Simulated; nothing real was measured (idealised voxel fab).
A process module follows: voxel transistor to metal.
FYI the section here is cut, 290 nm wide, cells are 5 nm squares.
This document writes a cross-section as a grid whose cells are square, and gives it as bands, listed from the top down; one or more rows of cells form a band. A band entry consists of two parts. The first gives the height of the band's top and the height of its bottom, in nm. The rest lists the band's materials from left to right, each with its width in nm. A single material labelled with the word "everywhere" fills the band from edge to edge, and the word "air" marks empty space. Height reference: 0 = level under which incoming wafer is all one material. Lowest band: no bottom, runs on downward, e.g. "0 -> down". The two numbers in a width such as "30 to 40" mark its ends across the band: the first belongs to the top row of cells, the second to the bottom row, and from each row to the next the width moves by the same amount. Take "no alteration" at face value: in the step it is given for, the cross-section changed in none of its cells. Empty spaces counting at least 8 cells and having no open way to the top are listed in "Enclosed cavities". The notation width x height at distance is used for each, the distance being from the left edge and all three values in nm. after a step's settings: what the simulator itself notes on the step. Steps that use a mask can have "overlay nm" on their line. It says how far the mask sat to the right of where it was meant to be. Negative means to the left.
[So here's the lineup of process steps we planned]
| 1 | RECEIVE with material Si |
| 2 | OXIDIZE with depth nm 5 |
| 3 | CONFORMAL_DEP with material SiN, thk nm 10 |
| 4 | PATTERN with tone cover, mask id ACTIVE, material resist, width nm 95, pitch nm 115, thk nm 20, overlay nm 0 |
| 5 | DIRECTIONAL_ETCH with etch materials SiN, depth nm 10 |
| 6 | DIRECTIONAL_ETCH with etch materials SiO2, depth nm 5 |
| 7 | DIRECTIONAL_ETCH with etch materials Si, depth nm 35 |
| 8 | STRIP with etch materials resist |
| 9 | FILL_DEP with material SiO2, thk nm 10 |
| 10 | CMP with height nm 10 |
| 11 | SELECTIVE_ETCH with etch materials SiO2, depth nm 10 |
| 12 | STRIP with etch materials SiN |
| 13 | SELECTIVE_ETCH with etch materials SiO2, depth nm 5 |
| 14 | OXIDIZE with depth nm 5 |
| 15 | DIRECTIONAL_DEP with material polySi, thk nm 30 |
| 16 | DIRECTIONAL_DEP with material SiCN, thk nm 10 |
| 17 | DIRECTIONAL_DEP with material aC, thk nm 15 |
| 18 | PATTERN with tone cover, mask id GATE, material resist, width nm 25, pitch nm 115, thk nm 35, overlay nm 0 |
| 19 | DIRECTIONAL_ETCH with etch materials aC, depth nm 15 |
| 20 | STRIP with etch materials resist |
| 21 | DIRECTIONAL_ETCH with etch materials SiCN, depth nm 20 |
| 22 | DIRECTIONAL_ETCH with etch materials polySi, depth nm 40 |
| 23 | STRIP with etch materials aC |
| 24 | CONFORMAL_DEP with material SiO2, thk nm 5 |
| 25 | DIRECTIONAL_ETCH with etch materials SiO2, depth nm 5 |
| 26 | CONFORMAL_DEP with material SiN, thk nm 10 |
| 27 | DIRECTIONAL_ETCH with etch materials SiN, depth nm 10 |
| 28 | DIRECTIONAL_ETCH with etch materials SiO2, depth nm 5 |
| 29 | DIRECTIONAL_ETCH with etch materials Si, depth nm 15 |
| 30 | EPI with material nSi, thk nm 20 |
| 31 | FILL_DEP with material SiO2, thk nm 10 |
| 32 | CMP with height nm 25 |
| 33 | STRIP with etch materials polySi |
| 34 | SELECTIVE_ETCH with etch materials SiO2, depth nm 5 |
| 35 | CONFORMAL_DEP with material HfO2, thk nm 5 |
| 36 | CONFORMAL_DEP with material TiN, thk nm 5 |
| 37 | FILL_DEP with material W, thk nm 5 |
| 38 | CMP with height nm 20 |
| 39 | DIRECTIONAL_DEP with material SiO2, thk nm 10 |
| 40 | PATTERN with tone open, mask id CONTACT, material resist, width nm 15, thk nm 15, overlay nm 0 |
| 41 | DIRECTIONAL_ETCH with etch materials SiO2, depth nm 20 |
| 42 | STRIP with etch materials resist |
| 43 | CONFORMAL_DEP with material TiN, thk nm 5 |
| 44 | FILL_DEP with material W, thk nm 5 |
| 45 | CMP with height nm 30 |
| 46 | CONFORMAL_DEP with material SiN, thk nm 5 |
| 47 | DIRECTIONAL_DEP with material lowk, thk nm 20 |
| 48 | MASKED_ETCH with tone open, mask id METAL_1, width nm 15, etch materials lowk, depth nm 20, overlay nm 0 |
| 49 | MASKED_ETCH with tone open, mask id METAL_1, width nm 15, etch materials SiN, depth nm 5, overlay nm 0 |
| 50 | CONFORMAL_DEP with material TiN, thk nm 5 |
| 51 | FILL_DEP with material Ru, thk nm 10 |
| 52 | CMP with height nm 55 |
| 53 | CONFORMAL_DEP with material SiCN, thk nm 5 |
| 54 | DIRECTIONAL_DEP with material lowk, thk nm 25 |
| 55 | PATTERN with tone open, mask id METAL_2, material resist, width nm 15, pitch nm 115, thk nm 15, overlay nm 0 |
| 56 | DIRECTIONAL_ETCH with etch materials lowk, depth nm 15 |
| 57 | STRIP with etch materials resist |
| 58 | DIRECTIONAL_DEP with material aC, thk nm 15 |
| 59 | PATTERN with tone open, mask id METAL_2_HOLES, material resist, width nm 15, pitch nm 115, thk nm 30, overlay nm 0 |
| 60 | DIRECTIONAL_ETCH with etch materials aC, depth nm 15 |
| 61 | STRIP with etch materials resist |
| 62 | DIRECTIONAL_ETCH with etch materials lowk, depth nm 10 |
| 63 | DIRECTIONAL_ETCH with etch materials SiCN, depth nm 5 |
| 64 | STRIP with etch materials aC |
| 65 | CONFORMAL_DEP with material TiN, thk nm 5 |
| 66 | FILL_DEP with material Ru, thk nm 5 |
| 67 | CMP with height nm 85 |
| 68 | CONFORMAL_DEP with material SiCN, thk nm 5 |
[As-received wafer cross-section (after step 1)]
0 -> down  Si everywhere
Enclosed cavities: none
[Run as planned - first of the two wafers cross-sectioned at the end of the module]
90 -> 85  SiCN everywhere
85 -> 60  lowk: 45  TiN: 5  Ru: 5  TiN: 5  lowk: 100  TiN: 5  Ru: 5  TiN: 5  lowk: 115
60 -> 55  SiCN: 45  TiN: 15  SiCN: 100  TiN: 15  SiCN: 115
55 -> 35  lowk: 45  TiN: 5  Ru: 5  TiN: 5  lowk: 55  TiN: 5  Ru: 5  TiN: 5  lowk: 30  TiN: 5  Ru: 5  TiN: 5  lowk: 55  TiN: 5  Ru: 5  TiN: 5  lowk: 45
35 -> 30  SiN: 45  TiN: 15  SiN: 55  TiN: 15  SiN: 30  TiN: 15  SiN: 55  TiN: 15  SiN: 45
30 -> 20  SiO2: 45  TiN: 5  W: 5  TiN: 5  SiO2: 55  TiN: 5  W: 5  TiN: 5  SiO2: 30  TiN: 5  W: 5  TiN: 5  SiO2: 55  TiN: 5  W: 5  TiN: 5  SiO2: 45
20 -> 15  SiO2: 45  TiN: 5  W: 5  TiN: 5  SiN: 10  HfO2: 5  TiN: 5  W: 15  TiN: 5  HfO2: 5  SiN: 10  TiN: 5  W: 5  TiN: 5  SiO2: 30  TiN: 5  W: 5  TiN: 5  SiN: 10  HfO2: 5  TiN: 5  W: 15  TiN: 5  HfO2: 5  SiN: 10  TiN: 5  W: 5  TiN: 5  SiO2: 45
15 -> 10  SiO2: 45  TiN: 15  SiN: 10  HfO2: 5  TiN: 5  W: 15  TiN: 5  HfO2: 5  SiN: 10  TiN: 15  SiO2: 30  TiN: 15  SiN: 10  HfO2: 5  TiN: 5  W: 15  TiN: 5  HfO2: 5  SiN: 10  TiN: 15  SiO2: 45
10 -> 0  SiO2: 40  nSi: 20  SiN: 10  HfO2: 5  TiN: 5  W: 15  TiN: 5  HfO2: 5  SiN: 10  nSi: 20  SiO2: 20  nSi: 20  SiN: 10  HfO2: 5  TiN: 5  W: 15  TiN: 5  HfO2: 5  SiN: 10  nSi: 20  SiO2: 40
0 -> -5  SiO2: 40  nSi: 20  SiN: 10  HfO2: 5  TiN: 25  HfO2: 5  SiN: 10  nSi: 20  SiO2: 20  nSi: 20  SiN: 10  HfO2: 5  TiN: 25  HfO2: 5  SiN: 10  nSi: 20  SiO2: 40
-5 -> -10  SiO2: 35  nSi: 25  SiO2: 10  HfO2: 35  SiO2: 10  nSi: 25  SiO2: 10  nSi: 25  SiO2: 10  HfO2: 35  SiO2: 10  nSi: 25  SiO2: 35
-10 -> -25  SiO2: 40  nSi: 20  Si: 55  nSi: 20  SiO2: 20  nSi: 20  Si: 55  nSi: 20  SiO2: 40
-25 -> -40  SiO2: 40  Si: 95  SiO2: 20  Si: 95  SiO2: 40
-40 -> down  Si everywhere
Enclosed cavities: none
[Second of two wafers, module complete, sectioned: it shares the first wafer's start and plan but was run with one mistake]
90 -> 85  SiCN everywhere
85 -> 60  lowk: 45  TiN: 5  Ru: 5  TiN: 5  lowk: 100  TiN: 5  Ru: 5  TiN: 5  lowk: 115
60 -> 55  SiCN: 45  TiN: 15  SiCN: 100  TiN: 15  SiCN: 115
55 -> 35  lowk: 45  TiN: 5  Ru: 5  TiN: 5  lowk: 55  TiN: 5  Ru: 5  TiN: 5  lowk: 30  TiN: 5  Ru: 5  TiN: 5  lowk: 55  TiN: 5  Ru: 5  TiN: 5  lowk: 45
35 -> 30  SiN: 45  TiN: 15  SiN: 55  TiN: 15  SiN: 30  TiN: 15  SiN: 55  TiN: 15  SiN: 45
30 -> 20  SiO2: 45  TiN: 5  W: 5  TiN: 5  SiO2: 55  TiN: 5  W: 5  TiN: 5  SiO2: 30  TiN: 5  W: 5  TiN: 5  SiO2: 55  TiN: 5  W: 5  TiN: 5  SiO2: 45
20 -> 15  SiO2: 45  TiN: 5  W: 5  TiN: 5  SiO2: 10  HfO2: 5  TiN: 5  W: 15  TiN: 5  HfO2: 5  SiO2: 10  TiN: 5  W: 5  TiN: 5  SiO2: 30  TiN: 5  W: 5  TiN: 5  SiO2: 10  HfO2: 5  TiN: 5  W: 15  TiN: 5  HfO2: 5  SiO2: 10  TiN: 5  W: 5  TiN: 5  SiO2: 45
15 -> 10  SiO2: 45  TiN: 15  SiO2: 10  HfO2: 5  TiN: 5  W: 15  TiN: 5  HfO2: 5  SiO2: 10  TiN: 15  SiO2: 30  TiN: 15  SiO2: 10  HfO2: 5  TiN: 5  W: 15  TiN: 5  HfO2: 5  SiO2: 10  TiN: 15  SiO2: 45
10 -> 0  SiO2: 50  nSi: 20  HfO2: 5  TiN: 5  W: 15  TiN: 5  HfO2: 5  nSi: 20  SiO2: 40  nSi: 20  HfO2: 5  TiN: 5  W: 15  TiN: 5  HfO2: 5  nSi: 20  SiO2: 50
0 -> -5  SiO2: 50  nSi: 20  HfO2: 5  TiN: 25  HfO2: 5  nSi: 20  SiO2: 40  nSi: 20  HfO2: 5  TiN: 25  HfO2: 5  nSi: 20  SiO2: 50
-5 -> -10  SiO2: 35  nSi: 35  HfO2: 35  nSi: 35  SiO2: 10  nSi: 35  HfO2: 35  nSi: 35  SiO2: 35
-10 -> -25  SiO2: 40  nSi: 30  Si: 35  nSi: 30  SiO2: 20  nSi: 30  Si: 35  nSi: 30  SiO2: 40
-25 -> -40  SiO2: 40  Si: 95  SiO2: 20  Si: 95  SiO2: 40
-40 -> down  Si everywhere
Enclosed cavities: none
Plan not followed: step 26 from the plan never happened, it was just skipped
Final tally in cells, some materials are higher or lower on the second wafer than on the first: 24 fewer of Si | 40 fewer of SiN | 32 more of SiO2 | 32 more of nSi
